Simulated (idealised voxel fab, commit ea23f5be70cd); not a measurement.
Herein follows the process module entitled voxel lift off.
This is section cut - it's 150 nm across, gridded in 5 nm square cells.
Cross-sections here: square-cell grids, written as top-down lists of bands, a band being one or more rows of cells.
In this notation a band is specified by the heights of its top and bottom, in that order and in nm, after which its materials appear from left to right, each paired with its width in nm. The word "everywhere" attached to a single material means that material fills the band from edge to edge; the word "blank" stands for empty space.
Heights are expressed relative to 0, this being the level below which the as-received wafer comprises one material exclusively. The lowest band is unbounded in the downward direction and is denoted as in "0 -> down".
Note: "30 to 40" means the width goes from the first number (top row of the band) to the second number (bottom row) in equal steps per row of cells.
Step marked "no modification"? Then no cell in the cross-section changed in it.
If an empty space has no open way to the top and is at least 8 cells in size, "Fully closed voids" lists it, written width x height at distance, where distance is measured from the left edge and every value is in nm.
Whatever follows a step's settings on its line is a remark the simulator itself makes about that step.
overlay nm: for a step with a mask, the amount by which the mask lay right of where it was planned; a negative amount means left of it.

## Planned process steps
1,RECEIVE, material Si
2,CONFORMAL_DEP, material SiO2, thk nm 15
3,PATTERN, tone open, mask id LINES, material resist, width nm 25, pitch nm 45, thk nm 20, overlay nm 0
4,DIRECTIONAL_DEP, material Ru, thk nm 5
5,STRIP, etch materials resist
6,CONFORMAL_DEP, material SiN, thk nm 5

## Account of the first of two wafers, which was processed as intended

## This is the cross-section of the wafer as we received it, i.e. after step 1
  0 -> down | Si everywhere
  Fully closed voids: none

## State of the wafer after step 2, shown in cross-section
  15 -> 0 | SiO2 everywhere
  For the remainder of the cross-section, below 0, there is no change.

## State of the wafer after step 3, shown in cross-section
  35 -> 15 | 40 nm resist | 25 nm blank | 20 nm resist | 25 nm blank | 40 nm resist
  For the remainder of the cross-section, below 15, there is no change.

## State of the wafer after step 4, shown in cross-section
  40 -> 35 | 40 nm Ru | 25 nm blank | 20 nm Ru | 25 nm blank | 40 nm Ru
  35 -> 20 | 40 nm resist | 25 nm blank | 20 nm resist | 25 nm blank | 40 nm resist
  20 -> 15 | 40 nm resist | 25 nm Ru | 20 nm resist | 25 nm Ru | 40 nm resist
  For the remainder of the cross-section, below 15, there is no change.

## State of the wafer after step 5, shown in cross-section
  20 -> 15 | 40 nm blank | 25 nm Ru | 20 nm blank | 25 nm Ru | 40 nm blank
  For the remainder of the cross-section, below 15, there is no change.

## State of the wafer after step 6, shown in cross-section
  25 -> 20 | 35 nm blank | 35 nm SiN | 10 nm blank | 35 nm SiN | 35 nm blank
  20 -> 15 | 40 nm SiN | 25 nm Ru | 20 nm SiN | 25 nm Ru | 40 nm SiN
  For the remainder of the cross-section, below 15, there is no change.

## Second wafer, same starting state and plan as the first, one mistake in the run, identical through step 2

## Second wafer profile in section, at the moment step 3 of the plan was meant to be complete
  35 -> 15 | 40 nm blank | 25 nm resist | 20 nm blank | 25 nm resist | 40 nm blank
  For the remainder of the cross-section, below 15, there is no change.

## Second wafer profile in section, at the moment step 4 of the plan was meant to be complete
  40 -> 35 | 40 nm blank | 25 nm Ru | 20 nm blank | 25 nm Ru | 40 nm blank
  35 -> 20 | 40 nm blank | 25 nm resist | 20 nm blank | 25 nm resist | 40 nm blank
  20 -> 15 | 40 nm Ru | 25 nm resist | 20 nm Ru | 25 nm resist | 40 nm Ru
  For the remainder of the cross-section, below 15, there is no change.

## Second wafer profile in section, at the moment step 5 of the plan was meant to be complete
  20 -> 15 | 40 nm Ru | 25 nm blank | 20 nm Ru | 25 nm blank | 40 nm Ru
  For the remainder of the cross-section, below 15, there is no change.

## Second wafer profile in section, at the moment step 6 of the plan was meant to be complete
  25 -> 20 | 45 nm SiN | 15 nm blank | 30 nm SiN | 15 nm blank | 45 nm SiN
  20 -> 15 | 40 nm Ru | 25 nm SiN | 20 nm Ru | 25 nm SiN | 40 nm Ru
  For the remainder of the cross-section, below 15, there is no change.
Run error: the process deviated at step 3: the operation and settings actually run there were PATTERN, tone cover, mask id LINES, material resist, width nm 25, pitch nm 45, thk nm 20, overlay nm 0
In the final state, the cell counts of the second wafer exceed or fall short of those of the first for the following materials: Ru: 10 more
